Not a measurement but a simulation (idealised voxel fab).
You're looking at the process module voxel quadruple lines.
Xsec cut, 160 nm wide, square cell size 5 nm.
The cross-sections in this document take the form of a grid made of square cells. They are written out as bands, in order from top to bottom. Each band consists of one or more rows of cells. Heads up on the band format: heights come first, top then bottom, in nm. After that it's the materials left to right, each with its width in nm. A single material flagged "everywhere" fills the whole band edge to edge, and "empty" means there's empty space there. All heights in this document are referenced to 0, defined as the level beneath which the wafer, as received, consists entirely of one material. The lowest band is not bounded below; it extends indefinitely downward and is written in the form "0 and below". A width given as "30..40" starts at the first number in the band's top row and ends at the second number in its bottom row, shifting by an equal amount at every step from row to row. Where the words "everything unchanged" appear for a step, the cross-section shows no cell changed by that step; every cell remained as before. In the "Trapped void list" entry, you get each enclosed empty space of 8 cells or more, one with no open way to the top, written width x height at distance, distance from the left edge, in nm. Read whatever lies past the settings on a step's line as the simulator's own remark about the step. If you see "overlay nm" on a step's line and that step has a mask, it's telling you how far right of where it was planned the mask ended up; a negative number means it went left instead.

## Below is the list of planned process steps
| 1 | RECEIVE,material Si |
| 2 | CONFORMAL_DEP,material Al2O3,thk nm 5 |
| 3 | DIRECTIONAL_DEP,material W,thk nm 10 |
| 4 | DIRECTIONAL_DEP,material polySi,thk nm 20 |
| 5 | DIRECTIONAL_DEP,material aC,thk nm 20 |
| 6 | PATTERN,tone cover,mask id MANDREL,material resist,width nm 20,pitch nm 60,thk nm 25,overlay nm 0 |
| 7 | DIRECTIONAL_ETCH,etch materials aC,depth nm 20 |
| 8 | STRIP,etch materials resist |
| 9 | CONFORMAL_DEP,material SiO2,thk nm 10 |
| 10 | DIRECTIONAL_ETCH,etch materials SiO2,depth nm 10 |
| 11 | STRIP,etch materials aC |
| 12 | DIRECTIONAL_ETCH,etch materials polySi,depth nm 20 |
| 13 | STRIP,etch materials SiO2 |
| 14 | CONFORMAL_DEP,material SiN,thk nm 5 |
| 15 | DIRECTIONAL_ETCH,etch materials SiN,depth nm 5 |
| 16 | STRIP,etch materials polySi |
| 17 | DIRECTIONAL_ETCH,etch materials W,depth nm 10 |
| 18 | STRIP,etch materials SiN |

## Received-state cross-section, reflecting completion of step 1
> 0 and below | Si everywhere
> Trapped void list: none

## First of two wafers: cross-section at end of module, run per plan
> 15 down to 5 | empty=25 | W=5 | empty=10 | W=5 | empty=10 | W=5 | empty=10 | W=5 | empty=10 | W=5 | empty=10 | W=5 | empty=10 | W=5 | empty=10 | W=5 | empty=25
> 5 down to 0 | Al2O3 everywhere
> 0 and below | Si everywhere
> Trapped void list: none

## Cross-section, second wafer: same start as the first, same plan as the first, one mistake in running it; taken at the end of the module
> 15 down to 5 | empty=20 | W=5 | empty=10 | W=5 | empty=10 | W=5 | empty=10 | W=5 | empty=10 | W=5 | empty=10 | W=5 | empty=10 | W=5 | empty=10 | W=5 | empty=30
> 5 down to 0 | Al2O3 everywhere
> 0 and below | Si everywhere
> Trapped void list: none
What broke from the plan during processing? not per plan at step 6, really ran PATTERN,tone cover,mask id MANDREL,material resist,width nm 20,pitch nm 60,thk nm 25,overlay nm -5
Upon completion, the cell count for each material on the second wafer equals that on the first, whereas the spatial distribution of those cells differs.
